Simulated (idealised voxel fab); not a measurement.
Herein follows the process module entitled voxel ribs on slabs.
Each square cell in cross-section cut measures 5 nm, and the section as a whole is 255 nm wide.
Think of the cross-section as a grid of square cells. We describe it in bands, top to bottom, and each band covers one or more rows of those cells.
This entry defines a band. It first specifies the height of the band's top and the height of its bottom in nm, and then specifies the band's materials from left to right, stating each material with its width in nm. The word "everywhere" identifies a single material that fills the band from edge to edge, while the word "blank" identifies empty space.
Measure heights from 0. That's the level where, below it, the as-received wafer is all one material. The lowest band is bottomless and extends downward; write it as in "top 0, no bottom".
Top row gets the first number, bottom row gets the second, and each row in between changes by the same step: that is how a band width like "30..40" works.
Step note "same as before" = no cross-section cell changed.
closed voids: empty space of 8 cells or more with no open way to the top, each as width x height at its distance from the left edge, in nm
What comes after the settings on a step's line is commentary from the simulator itself on that step.
overlay nm: how far to the right of its planned place the mask lay on this masked step (negative: to the left).
### Set out below are the planned steps of the process
- 1: RECEIVE with material Si
- 2: DIRECTIONAL_DEP with material SiO2, thk nm 30
- 3: DIRECTIONAL_DEP with material polySi, thk nm 15
- 4: MASKED_ETCH with tone cover, mask id RIB, width nm 15, etch materials polySi, depth nm 10, overlay nm 0
- 5: DIRECTIONAL_DEP with material aC, thk nm 10
- 6: PATTERN with tone cover, mask id SLAB, material resist, width nm 80, thk nm 25, overlay nm 0
- 7: DIRECTIONAL_ETCH with etch materials aC, depth nm 10
- 8: STRIP with etch materials resist
- 9: DIRECTIONAL_ETCH with etch materials polySi, depth nm 5
- 10: STRIP with etch materials aC
- 11: FILL_DEP with material SiO2, thk nm 20
- 12: CMP with height nm 60
- 13: DIRECTIONAL_DEP with material W, thk nm 10
- 14: DIRECTIONAL_DEP with material aC, thk nm 15
- 15: PATTERN with tone cover, mask id HEATER, material resist, width nm 30, thk nm 30, overlay nm 0
- 16: DIRECTIONAL_ETCH with etch materials aC, depth nm 15
- 17: STRIP with etch materials resist
- 18: DIRECTIONAL_ETCH with etch materials W, depth nm 10
- 19: STRIP with etch materials aC
- 20: CONFORMAL_DEP with material SiO2, thk nm 10
The value of width nm given for step 4 in the plan refers to the first wafer; the wafers vary in this setting and are alike at the start.
### Cut through the first of several wafers as received, post step 1
top 0, no bottom | Si everywhere
closed voids: none
### Cross-section of the first of several wafers once the module has run through its last step, step 20
top 80, bottom 70 | blank 100 nm | SiO2 50 nm | blank 105 nm
top 70, bottom 60 | SiO2 110 nm | W 30 nm | SiO2 115 nm
top 60, bottom 45 | SiO2 everywhere
top 45, bottom 35 | SiO2 120 nm | polySi 15 nm | SiO2 120 nm
top 35, bottom 30 | SiO2 85 nm | polySi 80 nm | SiO2 90 nm
top 30, bottom 0 | SiO2 everywhere
top 0, no bottom | Si everywhere
closed voids: none
### Cross-section of the final wafer among several, taken at the end of the module
top 80, bottom 70 | blank 100 nm | SiO2 50 nm | blank 105 nm
top 70, bottom 60 | SiO2 110 nm | W 30 nm | SiO2 115 nm
top 60, bottom 45 | SiO2 everywhere
top 45, bottom 35 | SiO2 110 nm | polySi 35 nm | SiO2 110 nm
top 35, bottom 30 | SiO2 85 nm | polySi 80 nm | SiO2 90 nm
top 30, bottom 0 | SiO2 everywhere
top 0, no bottom | Si everywhere
closed voids: none
### Tabulated below, wafer by wafer, are the end-of-module results: for each material, the number of cells gained (+) or lost (-) relative to the as-received state, followed by the closed voids
width nm 15 | +700 SiO2 | +12 W | +22 polySi | closed voids: none
width nm 20 | +698 SiO2 | +12 W | +24 polySi | closed voids: none
width nm 25 | +696 SiO2 | +12 W | +26 polySi | closed voids: none
width nm 30 | +694 SiO2 | +12 W | +28 polySi | closed voids: none
width nm 35 | +692 SiO2 | +12 W | +30 polySi | closed voids: none
